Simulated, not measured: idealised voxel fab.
The following process module bears the name voxel capacitor over wiring.
The cross-section shown here is cut; it is 285 nm wide and divided into square cells measuring 5 nm on a side.
Heads up, the way a cross-section reads in here is a grid of square cells, handed over as bands from the top down, with every band being one or more rows of cells.
In this notation a band is specified by the heights of its top and bottom, in that order and in nm, after which its materials appear from left to right, each paired with its width in nm. The word "edge to edge" attached to a single material means that material fills the band from edge to edge; the word "empty" stands for empty space.
Beneath 0, the wafer as received is one material, and that level is where height counting begins. The lowest band goes on downward without a bottom; it is written like "0 -> down".
Width spec "30..40" -> top row of cells at first value, bottom row at second value, equal per-row change in between.
Where a step carries "nothing different", the cross-section came out of it unchanged, cell for cell.
This entry, "Enclosed voids", enumerates those empty regions of no fewer than 8 cells that possess no open connection to the top. Each region is reported in the form width x height at distance, the distance being taken from the left edge, with all three quantities expressed in nm.
after a step's settings: what the simulator itself notes on the step
You can add "overlay nm" to a step's line. For a step with a mask, it describes how far the mask lay to the right of its planned position, and a negative number describes a lay to the left.
What follows is a series of pairs. Each pair shows a cross-section before one process step and the cross-section after it, and the after view is drawn only down to the lowest band that changed. Beneath each pair is the step that lies between the two, with its settings. Pairs may come from different runs of this module on the same starting wafer, so a pair continues from the one above it only where its entry headed "State on entry" says so.
State on entry:
	40 -> 35 = lowk edge to edge
	35 -> 30 = 80 nm lowk, 40 nm SiN, 40 nm lowk, 40 nm SiN, 85 nm lowk
	30 -> 20 = 80 nm lowk, 5 nm SiN, 30 nm Ru, 5 nm SiN, 40 nm lowk, 5 nm SiN, 30 nm Ru, 5 nm SiN, 85 nm lowk
	20 -> 15 = 85 nm SiN, 30 nm Ru, 50 nm SiN, 30 nm Ru, 90 nm SiN
	15 -> 5 = SiO2 edge to edge
	5 -> 0 = TiN edge to edge
	0 -> down = Si edge to edge
	Enclosed voids: none
Cut View, Post-Step:
	30 -> 20 = 80 nm lowk, 5 nm SiN, 30 nm Ru, 5 nm SiN, 40 nm lowk, 5 nm SiN, 30 nm Ru, 5 nm SiN, 85 nm lowk
	Note: structure below 20 unchanged.
	Enclosed voids: none
What process step lies between the two cross-sections above? CMP,height nm 30
State on entry: look at the pair above, its after cross-section is where this step starts.
Cut View, Post-Step:
	35 -> 30 = SiCN edge to edge
	Note: structure below 30 unchanged.
	Enclosed voids: none
What process step lies between the two cross-sections above? CONFORMAL_DEP,material SiCN,thk nm 5
State on entry: look at the pair above, its after cross-section is where this step starts.
Cut View, Post-Step:
	45 -> 35 = SiO2 edge to edge
	Note: structure below 35 unchanged.
	Enclosed voids: none
What process step lies between the two cross-sections above? DIRECTIONAL_DEP,material SiO2,thk nm 10
State on entry: look at the pair above, its after cross-section is where this step starts.
Cut View, Post-Step:
	45 -> 35 = 100 nm SiO2, 15 nm empty, 170 nm SiO2
	Note: structure below 35 unchanged.
	Enclosed voids: none
What process step lies between the two cross-sections above? MASKED_ETCH,tone open,mask id PLUG_1,width nm 15,etch materials SiO2,depth nm 10,overlay nm 0
State on entry: look at the pair above, its after cross-section is where this step starts.
Cut View, Post-Step:
	45 -> 35 = 100 nm SiO2, 15 nm empty, 170 nm SiO2
	35 -> 30 = 100 nm SiCN, 15 nm empty, 170 nm SiCN
	Note: structure below 30 unchanged.
	Enclosed voids: none
What process step lies between the two cross-sections above? MASKED_ETCH,tone open,mask id PLUG_1,width nm 15,etch materials SiCN,depth nm 5,overlay nm 0
State on entry: look at the pair above, its after cross-section is where this step starts.
Cut View, Post-Step:
	45 -> 40 = 100 nm SiO2, 15 nm empty, 170 nm SiO2
	40 -> 35 = 100 nm SiO2, 15 nm Ru, 170 nm SiO2
	35 -> 30 = 100 nm SiCN, 15 nm Ru, 170 nm SiCN
	Note: structure below 30 unchanged.
	Enclosed voids: none
What process step lies between the two cross-sections above? EPI,material Ru,thk nm 10
State on entry: look at the pair above, its after cross-section is where this step starts.
Cut View, Post-Step:
	45 -> 35 = 100 nm SiO2, 15 nm Ru, 170 nm SiO2
	Note: structure below 35 unchanged.
	Enclosed voids: none
What process step lies between the two cross-sections above? EPI,material Ru,thk nm 5
State on entry: look at the pair above, its after cross-section is where this step starts.
Cut View, Post-Step:
	55 -> 45 = TiN edge to edge
	Note: structure below 45 unchanged.
	Enclosed voids: none
What process step lies between the two cross-sections above? DIRECTIONAL_DEP,material TiN,thk nm 10
State on entry: look at the pair above, its after cross-section is where this step starts.
Cut View, Post-Step:
	60 -> 55 = Al2O3 edge to edge
	Note: structure below 55 unchanged.
	Enclosed voids: none
What process step lies between the two cross-sections above? DIRECTIONAL_DEP,material Al2O3,thk nm 5
State on entry: look at the pair above, its after cross-section is where this step starts.
Cut View, Post-Step:
	70 -> 60 = TiN edge to edge
	Note: structure below 60 unchanged.
	Enclosed voids: none
What process step lies between the two cross-sections above? DIRECTIONAL_DEP,material TiN,thk nm 10
State on entry: look at the pair above, its after cross-section is where this step starts.
Cut View, Post-Step:
	90 -> 70 = 100 nm empty, 55 nm resist, 130 nm empty
	Note: structure below 70 unchanged.
	Enclosed voids: none
What process step lies between the two cross-sections above? PATTERN,tone cover,mask id UPPER_PLATE,material resist,width nm 55,thk nm 20,overlay nm 0
State on entry: look at the pair above, its after cross-section is where this step starts.
Cut View, Post-Step:
	90 -> 70 = 100 nm empty, 55 nm resist, 130 nm empty
	70 -> 60 = 100 nm empty, 55 nm TiN, 130 nm empty
	Note: structure below 60 unchanged.
	Enclosed voids: none
What process step lies between the two cross-sections above? DIRECTIONAL_ETCH,etch materials TiN,depth nm 10
State on entry: look at the pair above, its after cross-section is where this step starts.
Cut View, Post-Step:
	90 -> 70 = 100 nm empty, 55 nm resist, 130 nm empty
	70 -> 60 = 100 nm empty, 55 nm TiN, 130 nm empty
	60 -> 55 = 100 nm empty, 55 nm Al2O3, 130 nm empty
	Note: structure below 55 unchanged.
	Enclosed voids: none
What process step lies between the two cross-sections above? DIRECTIONAL_ETCH,etch materials Al2O3,depth nm 5
State on entry: look at the pair above, its after cross-section is where this step starts.
Cut View, Post-Step:
	70 -> 60 = 100 nm empty, 55 nm TiN, 130 nm empty
	Note: structure below 60 unchanged.
	Enclosed voids: none
What process step lies between the two cross-sections above? STRIP,etch materials resist
State on entry: look at the pair above, its after cross-section is where this step starts.
Cut View, Post-Step:
	70 -> 60 = 100 nm empty, 55 nm TiN, 130 nm empty
	60 -> 55 = 100 nm empty, 55 nm Al2O3, 130 nm empty
	55 -> 45 = 95 nm empty, 65 nm TiN, 125 nm empty
	Note: structure below 45 unchanged.
	Enclosed voids: none
What process step lies between the two cross-sections above? MASKED_ETCH,tone cover,mask id LOWER_PLATE,width nm 65,etch materials TiN,depth nm 10,overlay nm 0
State on entry: look at the pair above, its after cross-section is where this step starts.
Cut View, Post-Step:
	85 -> 70 = SiO2 edge to edge
	70 -> 60 = 100 nm SiO2, 55 nm TiN, 130 nm SiO2
	60 -> 55 = 100 nm SiO2, 55 nm Al2O3, 130 nm SiO2
	55 -> 45 = 95 nm SiO2, 65 nm TiN, 125 nm SiO2
	Note: structure below 45 unchanged.
	Enclosed voids: none
What process step lies between the two cross-sections above? FILL_DEP,material SiO2,thk nm 15
State on entry: look at the pair above, its after cross-section is where this step starts.
Cut View, Post-Step:
	80 -> 70 = SiO2 edge to edge
	Note: structure below 70 unchanged.
	Enclosed voids: none
What process step lies between the two cross-sections above? CMP,height nm 80
State on entry: look at the pair above, its after cross-section is where this step starts.
Cut View, Post-Step:
	90 -> 80 = aC edge to edge
	Note: structure below 80 unchanged.
	Enclosed voids: none
What process step lies between the two cross-sections above? DIRECTIONAL_DEP,material aC,thk nm 10
State on entry: look at the pair above, its after cross-section is where this step starts.
Cut View, Post-Step:
	120 -> 90 = 110 nm resist, 15 nm empty, 160 nm resist
	Note: structure below 90 unchanged.
	Enclosed voids: none
What process step lies between the two cross-sections above? PATTERN,tone open,mask id PLUG_2,material resist,width nm 15,thk nm 30,overlay nm 0
State on entry: look at the pair above, its after cross-section is where this step starts.
Cut View, Post-Step:
	110 -> 90 = 110 nm resist, 15 nm empty, 160 nm resist
	90 -> 80 = 110 nm aC, 15 nm empty, 160 nm aC
	Note: structure below 80 unchanged.
	Enclosed voids: none
What process step lies between the two cross-sections above? DIRECTIONAL_ETCH,etch materials aC,depth nm 10
State on entry: look at the pair above, its after cross-section is where this step starts.
Cut View, Post-Step:
	90 -> 80 = 110 nm aC, 15 nm empty, 160 nm aC
	Note: structure below 80 unchanged.
	Enclosed voids: none
What process step lies between the two cross-sections above? STRIP,etch materials resist
State on entry: look at the pair above, its after cross-section is where this step starts.
Cut View, Post-Step:
	90 -> 80 = 110 nm aC, 15 nm empty, 160 nm aC
	80 -> 70 = 110 nm SiO2, 15 nm empty, 160 nm SiO2
	Note: structure below 70 unchanged.
	Enclosed voids: none
What process step lies between the two cross-sections above? DIRECTIONAL_ETCH,etch materials SiO2,depth nm 10
State on entry: look at the pair above, its after cross-section is where this step starts.
Cut View, Post-Step:
	80 -> 70 = 110 nm SiO2, 15 nm empty, 160 nm SiO2
	Note: structure below 70 unchanged.
	Enclosed voids: none
What process step lies between the two cross-sections above? STRIP,etch materials aC
State on entry: look at the pair above, its after cross-section is where this step starts.
Cut View, Post-Step:
	85 -> 80 = 115 nm TiN, 5 nm empty, 165 nm TiN
	80 -> 75 = 110 nm SiO2, 5 nm TiN, 5 nm empty, 5 nm TiN, 160 nm SiO2
	75 -> 70 = 110 nm SiO2, 15 nm TiN, 160 nm SiO2
	Note: structure below 70 unchanged.
	Enclosed voids: none
What process step lies between the two cross-sections above? CONFORMAL_DEP,material TiN,thk nm 5
State on entry: look at the pair above, its after cross-section is where this step starts.
Cut View, Post-Step:
	90 -> 85 = Ru edge to edge
	85 -> 80 = 115 nm TiN, 5 nm Ru, 165 nm TiN
	80 -> 75 = 110 nm SiO2, 5 nm TiN, 5 nm Ru, 5 nm TiN, 160 nm SiO2
	Note: structure below 75 unchanged.
	Enclosed voids: none
What process step lies between the two cross-sections above? FILL_DEP,material Ru,thk nm 5
State on entry: look at the pair above, its after cross-section is where this step starts.
Cut View, Post-Step:
	80 -> 75 = 110 nm SiO2, 5 nm TiN, 5 nm Ru, 5 nm TiN, 160 nm SiO2
	Note: structure below 75 unchanged.
	Enclosed voids: none
What process step lies between the two cross-sections above? CMP,height nm 80
State on entry: look at the pair above, its after cross-section is where this step starts.
Cut View, Post-Step:
	85 -> 80 = SiCN edge to edge
	Note: structure below 80 unchanged.
	Enclosed voids: none
What process step lies between the two cross-sections above? CONFORMAL_DEP,material SiCN,thk nm 5
State on entry:
	60 -> 55 = Al2O3 edge to edge
	55 -> 45 = TiN edge to edge
	45 -> 35 = 100 nm SiO2, 15 nm Ru, 170 nm SiO2
	35 -> 30 = 100 nm SiCN, 15 nm Ru, 170 nm SiCN
	30 -> 15 = 80 nm lowk, 5 nm SiN, 30 nm Ru, 5 nm SiN, 40 nm lowk, 5 nm SiN, 30 nm Ru, 5 nm SiN, 85 nm lowk
	15 -> 10 = 85 nm SiN, 30 nm TiN, 50 nm SiN, 30 nm TiN, 90 nm SiN
	10 -> 0 = SiO2 edge to edge
	0 -> down = Si edge to edge
	Enclosed voids: none
Cut View, Post-Step:
	65 -> 60 = TiN edge to edge
	Note: structure below 60 unchanged.
	Enclosed voids: none
What process step lies between the two cross-sections above? DIRECTIONAL_DEP,material TiN,thk nm 5
State on entry: look at the pair above, its after cross-section is where this step starts.
Cut View, Post-Step:
	85 -> 65 = 100 nm empty, 55 nm resist, 130 nm empty
	Note: structure below 65 unchanged.
	Enclosed voids: none
What process step lies between the two cross-sections above? PATTERN,tone cover,mask id UPPER_PLATE,material resist,width nm 55,thk nm 20,overlay nm 0
State on entry: look at the pair above, its after cross-section is where this step starts.
Cut View, Post-Step:
	85 -> 65 = 100 nm empty, 55 nm resist, 130 nm empty
	65 -> 60 = 100 nm empty, 55 nm TiN, 130 nm empty
	Note: structure below 60 unchanged.
	Enclosed voids: none
What process step lies between the two cross-sections above? DIRECTIONAL_ETCH,etch materials TiN,depth nm 10
State on entry: look at the pair above, its after cross-section is where this step starts.
Cut View, Post-Step:
	85 -> 65 = 100 nm empty, 55 nm resist, 130 nm empty
	65 -> 60 = 100 nm empty, 55 nm TiN, 130 nm empty
	60 -> 55 = 100 nm empty, 55 nm Al2O3, 130 nm empty
	Note: structure below 55 unchanged.
	Enclosed voids: none
What process step lies between the two cross-sections above? DIRECTIONAL_ETCH,etch materials Al2O3,depth nm 5
State on entry: look at the pair above, its after cross-section is where this step starts.
Cut View, Post-Step:
	65 -> 60 = 100 nm empty, 55 nm TiN, 130 nm empty
	Note: structure below 60 unchanged.
	Enclosed voids: none
What process step lies between the two cross-sections above? STRIP,etch materials resist
State on entry: look at the pair above, its after cross-section is where this step starts.
Cut View, Post-Step:
	65 -> 60 = 100 nm empty, 55 nm TiN, 130 nm empty
	60 -> 55 = 100 nm empty, 55 nm Al2O3, 130 nm empty
	55 -> 45 = 95 nm empty, 65 nm TiN, 125 nm empty
	Note: structure below 45 unchanged.
	Enclosed voids: none
What process step lies between the two cross-sections above? MASKED_ETCH,tone cover,mask id LOWER_PLATE,width nm 65,etch materials TiN,depth nm 10,overlay nm 0
State on entry: look at the pair above, its after cross-section is where this step starts.
Cut View, Post-Step:
	80 -> 65 = SiO2 edge to edge
	65 -> 60 = 100 nm SiO2, 55 nm TiN, 130 nm SiO2
	60 -> 55 = 100 nm SiO2, 55 nm Al2O3, 130 nm SiO2
	55 -> 45 = 95 nm SiO2, 65 nm TiN, 125 nm SiO2
	Note: structure below 45 unchanged.
	Enclosed voids: none
What process step lies between the two cross-sections above? FILL_DEP,material SiO2,thk nm 15
State on entry: look at the pair above, its after cross-section is where this step starts.
Cut View, Post-Step:
	90 -> 80 = aC edge to edge
	Note: structure below 80 unchanged.
	Enclosed voids: none
What process step lies between the two cross-sections above? DIRECTIONAL_DEP,material aC,thk nm 10
State on entry: look at the pair above, its after cross-section is where this step starts.
Cut View, Post-Step:
	120 -> 90 = 110 nm resist, 15 nm empty, 160 nm resist
	Note: structure below 90 unchanged.
	Enclosed voids: none
What process step lies between the two cross-sections above? PATTERN,tone open,mask id PLUG_2,material resist,width nm 15,thk nm 30,overlay nm 0
State on entry: look at the pair above, its after cross-section is where this step starts.
Cut View, Post-Step:
	110 -> 90 = 110 nm resist, 15 nm empty, 160 nm resist
	90 -> 80 = 110 nm aC, 15 nm empty, 160 nm aC
	Note: structure below 80 unchanged.
	Enclosed voids: none
What process step lies between the two cross-sections above? DIRECTIONAL_ETCH,etch materials aC,depth nm 10
State on entry: look at the pair above, its after cross-section is where this step starts.
Cut View, Post-Step:
	90 -> 80 = 110 nm aC, 15 nm empty, 160 nm aC
	Note: structure below 80 unchanged.
	Enclosed voids: none
What process step lies between the two cross-sections above? STRIP,etch materials resist
State on entry: look at the pair above, its after cross-section is where this step starts.
Cut View, Post-Step:
	90 -> 80 = 110 nm aC, 15 nm empty, 160 nm aC
	80 -> 70 = 110 nm SiO2, 15 nm empty, 160 nm SiO2
	Note: structure below 70 unchanged.
	Enclosed voids: none
What process step lies between the two cross-sections above? DIRECTIONAL_ETCH,etch materials SiO2,depth nm 10
State on entry: look at the pair above, its after cross-section is where this step starts.
Cut View, Post-Step:
	80 -> 70 = 110 nm SiO2, 15 nm empty, 160 nm SiO2
	Note: structure below 70 unchanged.
	Enclosed voids: none
What process step lies between the two cross-sections above? STRIP,etch materials aC
State on entry: look at the pair above, its after cross-section is where this step starts.
Cut View, Post-Step:
	85 -> 80 = 115 nm TiN, 5 nm empty, 165 nm TiN
	80 -> 75 = 110 nm SiO2, 5 nm TiN, 5 nm empty, 5 nm TiN, 160 nm SiO2
	75 -> 70 = 110 nm SiO2, 15 nm TiN, 160 nm SiO2
	Note: structure below 70 unchanged.
	Enclosed voids: none
What process step lies between the two cross-sections above? CONFORMAL_DEP,material TiN,thk nm 5
State on entry: look at the pair above, its after cross-section is where this step starts.
Cut View, Post-Step:
	90 -> 85 = Ru edge to edge
	85 -> 80 = 115 nm TiN, 5 nm Ru, 165 nm TiN
	80 -> 75 = 110 nm SiO2, 5 nm TiN, 5 nm Ru, 5 nm TiN, 160 nm SiO2
	Note: structure below 75 unchanged.
	Enclosed voids: none
What process step lies between the two cross-sections above? FILL_DEP,material Ru,thk nm 5
State on entry: look at the pair above, its after cross-section is where this step starts.
Cut View, Post-Step:
	80 -> 75 = 110 nm SiO2, 5 nm TiN, 5 nm Ru, 5 nm TiN, 160 nm SiO2
	Note: structure below 75 unchanged.
	Enclosed voids: none
What process step lies between the two cross-sections above? CMP,height nm 80
State on entry: look at the pair above, its after cross-section is where this step starts.
Cut View, Post-Step:
	85 -> 80 = SiCN edge to edge
	Note: structure below 80 unchanged.
	Enclosed voids: none
What process step lies between the two cross-sections above? CONFORMAL_DEP,material SiCN,thk nm 5
State on entry:
	45 -> 35 = SiO2 edge to edge
	35 -> 30 = SiCN edge to edge
	30 -> 15 = 80 nm lowk, 5 nm SiN, 30 nm Ru, 5 nm SiN, 40 nm lowk, 5 nm SiN, 30 nm Ru, 5 nm SiN, 85 nm lowk
	15 -> 10 = 85 nm SiN, 30 nm TiN, 50 nm SiN, 30 nm TiN, 90 nm SiN
	10 -> 0 = SiO2 edge to edge
	0 -> down = Si edge to edge
	Enclosed voids: none
Cut View, Post-Step:
	45 -> 35 = 100 nm SiO2, 20 nm empty, 165 nm SiO2
	Note: structure below 35 unchanged.
	Enclosed voids: none
What process step lies between the two cross-sections above? MASKED_ETCH,tone open,mask id PLUG_1,width nm 20,etch materials SiO2,depth nm 10,overlay nm 0
State on entry: look at the pair above, its after cross-section is where this step starts.
Cut View, Post-Step:
	45 -> 35 = 100 nm SiO2, 20 nm empty, 165 nm SiO2
	35 -> 30 = 100 nm SiCN, 15 nm empty, 170 nm SiCN
	Note: structure below 30 unchanged.
	Enclosed voids: none
What process step lies between the two cross-sections above? MASKED_ETCH,tone open,mask id PLUG_1,width nm 15,etch materials SiCN,depth nm 5,overlay nm 0
State on entry: look at the pair above, its after cross-section is where this step starts.
Cut View, Post-Step:
	45 -> 40 = 100 nm SiO2, 20 nm empty, 165 nm SiO2
	40 -> 35 = 100 nm SiO2, 20 nm Ru, 165 nm SiO2
	35 -> 30 = 100 nm SiCN, 15 nm Ru, 170 nm SiCN
	Note: structure below 30 unchanged.
	Enclosed voids: none
What process step lies between the two cross-sections above? EPI,material Ru,thk nm 10
State on entry: look at the pair above, its after cross-section is where this step starts.
Cut View, Post-Step:
	45 -> 35 = 100 nm SiO2, 20 nm Ru, 165 nm SiO2
	Note: structure below 35 unchanged.
	Enclosed voids: none
What process step lies between the two cross-sections above? EPI,material Ru,thk nm 5
State on entry: look at the pair above, its after cross-section is where this step starts.
Cut View, Post-Step:
	55 -> 45 = TiN edge to edge
	Note: structure below 45 unchanged.
	Enclosed voids: none
What process step lies between the two cross-sections above? DIRECTIONAL_DEP,material TiN,thk nm 10
State on entry: look at the pair above, its after cross-section is where this step starts.
Cut View, Post-Step:
	60 -> 55 = Al2O3 edge to edge
	Note: structure below 55 unchanged.
	Enclosed voids: none
What process step lies between the two cross-sections above? DIRECTIONAL_DEP,material Al2O3,thk nm 5
State on entry: look at the pair above, its after cross-section is where this step starts.
Cut View, Post-Step:
	70 -> 60 = TiN edge to edge
	Note: structure below 60 unchanged.
	Enclosed voids: none
What process step lies between the two cross-sections above? DIRECTIONAL_DEP,material TiN,thk nm 10
State on entry: look at the pair above, its after cross-section is where this step starts.
Cut View, Post-Step:
	90 -> 70 = 100 nm empty, 55 nm resist, 130 nm empty
	Note: structure below 70 unchanged.
	Enclosed voids: none
What process step lies between the two cross-sections above? PATTERN,tone cover,mask id UPPER_PLATE,material resist,width nm 55,thk nm 20,overlay nm 0
State on entry: look at the pair above, its after cross-section is where this step starts.
Cut View, Post-Step:
	90 -> 70 = 100 nm empty, 55 nm resist, 130 nm empty
	70 -> 60 = 100 nm empty, 55 nm TiN, 130 nm empty
	Note: structure below 60 unchanged.
	Enclosed voids: none
What process step lies between the two cross-sections above? DIRECTIONAL_ETCH,etch materials TiN,depth nm 10
State on entry: look at the pair above, its after cross-section is where this step starts.
Cut View, Post-Step:
	90 -> 70 = 100 nm empty, 55 nm resist, 130 nm empty
	70 -> 60 = 100 nm empty, 55 nm TiN, 130 nm empty
	60 -> 55 = 100 nm empty, 55 nm Al2O3, 130 nm empty
	Note: structure below 55 unchanged.
	Enclosed voids: none
What process step lies between the two cross-sections above? DIRECTIONAL_ETCH,etch materials Al2O3,depth nm 5
State on entry: look at the pair above, its after cross-section is where this step starts.
Cut View, Post-Step:
	70 -> 60 = 100 nm empty, 55 nm TiN, 130 nm empty
	Note: structure below 60 unchanged.
	Enclosed voids: none
What process step lies between the two cross-sections above? STRIP,etch materials resist
State on entry: look at the pair above, its after cross-section is where this step starts.
Cut View, Post-Step:
	70 -> 60 = 100 nm empty, 55 nm TiN, 130 nm empty
	60 -> 55 = 100 nm empty, 55 nm Al2O3, 130 nm empty
	55 -> 45 = 95 nm empty, 65 nm TiN, 125 nm empty
	Note: structure below 45 unchanged.
	Enclosed voids: none
What process step lies between the two cross-sections above? MASKED_ETCH,tone cover,mask id LOWER_PLATE,width nm 65,etch materials TiN,depth nm 10,overlay nm 0
State on entry: look at the pair above, its after cross-section is where this step starts.
Cut View, Post-Step:
	85 -> 70 = SiO2 edge to edge
	70 -> 60 = 100 nm SiO2, 55 nm TiN, 130 nm SiO2
	60 -> 55 = 100 nm SiO2, 55 nm Al2O3, 130 nm SiO2
	55 -> 45 = 95 nm SiO2, 65 nm TiN, 125 nm SiO2
	Note: structure below 45 unchanged.
	Enclosed voids: none
What process step lies between the two cross-sections above? FILL_DEP,material SiO2,thk nm 15
State on entry: look at the pair above, its after cross-section is where this step starts.
Cut View, Post-Step:
	80 -> 70 = SiO2 edge to edge
	Note: structure below 70 unchanged.
	Enclosed voids: none
What process step lies between the two cross-sections above? CMP,height nm 80
State on entry: look at the pair above, its after cross-section is where this step starts.
Cut View, Post-Step:
	90 -> 80 = aC edge to edge
	Note: structure below 80 unchanged.
	Enclosed voids: none
What process step lies between the two cross-sections above? DIRECTIONAL_DEP,material aC,thk nm 10
State on entry: look at the pair above, its after cross-section is where this step starts.
Cut View, Post-Step:
	120 -> 90 = 110 nm resist, 15 nm empty, 160 nm resist
	Note: structure below 90 unchanged.
	Enclosed voids: none
What process step lies between the two cross-sections above? PATTERN,tone open,mask id PLUG_2,material resist,width nm 15,thk nm 30,overlay nm 0
State on entry: look at the pair above, its after cross-section is where this step starts.
Cut View, Post-Step:
	110 -> 90 = 110 nm resist, 15 nm empty, 160 nm resist
	90 -> 80 = 110 nm aC, 15 nm empty, 160 nm aC
	Note: structure below 80 unchanged.
	Enclosed voids: none
What process step lies between the two cross-sections above? DIRECTIONAL_ETCH,etch materials aC,depth nm 10
State on entry: look at the pair above, its after cross-section is where this step starts.
Cut View, Post-Step:
	90 -> 80 = 110 nm aC, 15 nm empty, 160 nm aC
	Note: structure below 80 unchanged.
	Enclosed voids: none
What process step lies between the two cross-sections above? STRIP,etch materials resist
State on entry: look at the pair above, its after cross-section is where this step starts.
Cut View, Post-Step:
	90 -> 80 = 110 nm aC, 15 nm empty, 160 nm aC
	80 -> 70 = 110 nm SiO2, 15 nm empty, 160 nm SiO2
	Note: structure below 70 unchanged.
	Enclosed voids: none
What process step lies between the two cross-sections above? DIRECTIONAL_ETCH,etch materials SiO2,depth nm 10
State on entry: look at the pair above, its after cross-section is where this step starts.
Cut View, Post-Step:
	80 -> 70 = 110 nm SiO2, 15 nm empty, 160 nm SiO2
	Note: structure below 70 unchanged.
	Enclosed voids: none
What process step lies between the two cross-sections above? STRIP,etch materials aC
State on entry: look at the pair above, its after cross-section is where this step starts.
Cut View, Post-Step:
	85 -> 80 = 115 nm TiN, 5 nm empty, 165 nm TiN
	80 -> 75 = 110 nm SiO2, 5 nm TiN, 5 nm empty, 5 nm TiN, 160 nm SiO2
	75 -> 70 = 110 nm SiO2, 15 nm TiN, 160 nm SiO2
	Note: structure below 70 unchanged.
	Enclosed voids: none
What process step lies between the two cross-sections above? CONFORMAL_DEP,material TiN,thk nm 5
State on entry: look at the pair above, its after cross-section is where this step starts.
Cut View, Post-Step:
	90 -> 85 = Ru edge to edge
	85 -> 80 = 115 nm TiN, 5 nm Ru, 165 nm TiN
	80 -> 75 = 110 nm SiO2, 5 nm TiN, 5 nm Ru, 5 nm TiN, 160 nm SiO2
	Note: structure below 75 unchanged.
	Enclosed voids: none
What process step lies between the two cross-sections above? FILL_DEP,material Ru,thk nm 5
State on entry: look at the pair above, its after cross-section is where this step starts.
Cut View, Post-Step:
	80 -> 75 = 110 nm SiO2, 5 nm TiN, 5 nm Ru, 5 nm TiN, 160 nm SiO2
	Note: structure below 75 unchanged.
	Enclosed voids: none
What process step lies between the two cross-sections above? CMP,height nm 80
State on entry: look at the pair above, its after cross-section is where this step starts.
Cut View, Post-Step:
	85 -> 80 = SiCN edge to edge
	Note: structure below 80 unchanged.
	Enclosed voids: none
What process step lies between the two cross-sections above? CONFORMAL_DEP,material SiCN,thk nm 5
State on entry:
	45 -> 35 = SiO2 edge to edge
	35 -> 30 = SiCN edge to edge
	30 -> 15 = 80 nm lowk, 5 nm SiN, 30 nm Ru, 5 nm SiN, 40 nm lowk, 5 nm SiN, 30 nm Ru, 5 nm SiN, 85 nm lowk
	15 -> 10 = 85 nm SiN, 30 nm TiN, 50 nm SiN, 30 nm TiN, 90 nm SiN
	10 -> 0 = SiO2 edge to edge
	0 -> down = Si edge to edge
	Enclosed voids: none
Cut View, Post-Step:
	45 -> 35 = 95 nm SiO2, 15 nm empty, 175 nm SiO2
	Note: structure below 35 unchanged.
	Enclosed voids: none
What process step lies between the two cross-sections above? MASKED_ETCH,tone open,mask id PLUG_1,width nm 15,etch materials SiO2,depth nm 10,overlay nm -5
State on entry: look at the pair above, its after cross-section is where this step starts.
Cut View, Post-Step:
	45 -> 35 = 95 nm SiO2, 15 nm empty, 175 nm SiO2
	35 -> 30 = 100 nm SiCN, 10 nm empty, 175 nm SiCN
	Note: structure below 30 unchanged.
	Enclosed voids: none
What process step lies between the two cross-sections above? MASKED_ETCH,tone open,mask id PLUG_1,width nm 15,etch materials SiCN,depth nm 5,overlay nm 0
State on entry: look at the pair above, its after cross-section is where this step starts.
Cut View, Post-Step:
	45 -> 40 = 95 nm SiO2, 15 nm empty, 175 nm SiO2
	40 -> 35 = 95 nm SiO2, 15 nm Ru, 175 nm SiO2
	35 -> 30 = 100 nm SiCN, 10 nm Ru, 175 nm SiCN
	Note: structure below 30 unchanged.
	Enclosed voids: none
What process step lies between the two cross-sections above? EPI,material Ru,thk nm 10
State on entry: look at the pair above, its after cross-section is where this step starts.
Cut View, Post-Step:
	45 -> 35 = 95 nm SiO2, 15 nm Ru, 175 nm SiO2
	Note: structure below 35 unchanged.
	Enclosed voids: none
What process step lies between the two cross-sections above? EPI,material Ru,thk nm 5
State on entry: look at the pair above, its after cross-section is where this step starts.
Cut View, Post-Step:
	55 -> 45 = TiN edge to edge
	Note: structure below 45 unchanged.
	Enclosed voids: none
What process step lies between the two cross-sections above? DIRECTIONAL_DEP,material TiN,thk nm 10
State on entry: look at the pair above, its after cross-section is where this step starts.
Cut View, Post-Step:
	60 -> 55 = Al2O3 edge to edge
	Note: structure below 55 unchanged.
	Enclosed voids: none
What process step lies between the two cross-sections above? DIRECTIONAL_DEP,material Al2O3,thk nm 5
State on entry: look at the pair above, its after cross-section is where this step starts.
Cut View, Post-Step:
	70 -> 60 = TiN edge to edge
	Note: structure below 60 unchanged.
	Enclosed voids: none
What process step lies between the two cross-sections above? DIRECTIONAL_DEP,material TiN,thk nm 10
State on entry: look at the pair above, its after cross-section is where this step starts.
Cut View, Post-Step:
	90 -> 70 = 100 nm empty, 55 nm resist, 130 nm empty
	Note: structure below 70 unchanged.
	Enclosed voids: none
What process step lies between the two cross-sections above? PATTERN,tone cover,mask id UPPER_PLATE,material resist,width nm 55,thk nm 20,overlay nm 0
State on entry: look at the pair above, its after cross-section is where this step starts.
Cut View, Post-Step:
	90 -> 70 = 100 nm empty, 55 nm resist, 130 nm empty
	70 -> 60 = 100 nm empty, 55 nm TiN, 130 nm empty
	Note: structure below 60 unchanged.
	Enclosed voids: none
What process step lies between the two cross-sections above? DIRECTIONAL_ETCH,etch materials TiN,depth nm 10
State on entry: look at the pair above, its after cross-section is where this step starts.
Cut View, Post-Step:
	90 -> 70 = 100 nm empty, 55 nm resist, 130 nm empty
	70 -> 60 = 100 nm empty, 55 nm TiN, 130 nm empty
	60 -> 55 = 100 nm empty, 55 nm Al2O3, 130 nm empty
	Note: structure below 55 unchanged.
	Enclosed voids: none
What process step lies between the two cross-sections above? DIRECTIONAL_ETCH,etch materials Al2O3,depth nm 5
State on entry: look at the pair above, its after cross-section is where this step starts.
Cut View, Post-Step:
	70 -> 60 = 100 nm empty, 55 nm TiN, 130 nm empty
	Note: structure below 60 unchanged.
	Enclosed voids: none
What process step lies between the two cross-sections above? STRIP,etch materials resist
State on entry: look at the pair above, its after cross-section is where this step starts.
Cut View, Post-Step:
	70 -> 60 = 100 nm empty, 55 nm TiN, 130 nm empty
	60 -> 55 = 100 nm empty, 55 nm Al2O3, 130 nm empty
	55 -> 45 = 95 nm empty, 65 nm TiN, 125 nm empty
	Note: structure below 45 unchanged.
	Enclosed voids: none
What process step lies between the two cross-sections above? MASKED_ETCH,tone cover,mask id LOWER_PLATE,width nm 65,etch materials TiN,depth nm 10,overlay nm 0
State on entry: look at the pair above, its after cross-section is where this step starts.
Cut View, Post-Step:
	85 -> 70 = SiO2 edge to edge
	70 -> 60 = 100 nm SiO2, 55 nm TiN, 130 nm SiO2
	60 -> 55 = 100 nm SiO2, 55 nm Al2O3, 130 nm SiO2
	55 -> 45 = 95 nm SiO2, 65 nm TiN, 125 nm SiO2
	Note: structure below 45 unchanged.
	Enclosed voids: none
What process step lies between the two cross-sections above? FILL_DEP,material SiO2,thk nm 15
State on entry: look at the pair above, its after cross-section is where this step starts.
Cut View, Post-Step:
	80 -> 70 = SiO2 edge to edge
	Note: structure below 70 unchanged.
	Enclosed voids: none
What process step lies between the two cross-sections above? CMP,height nm 80
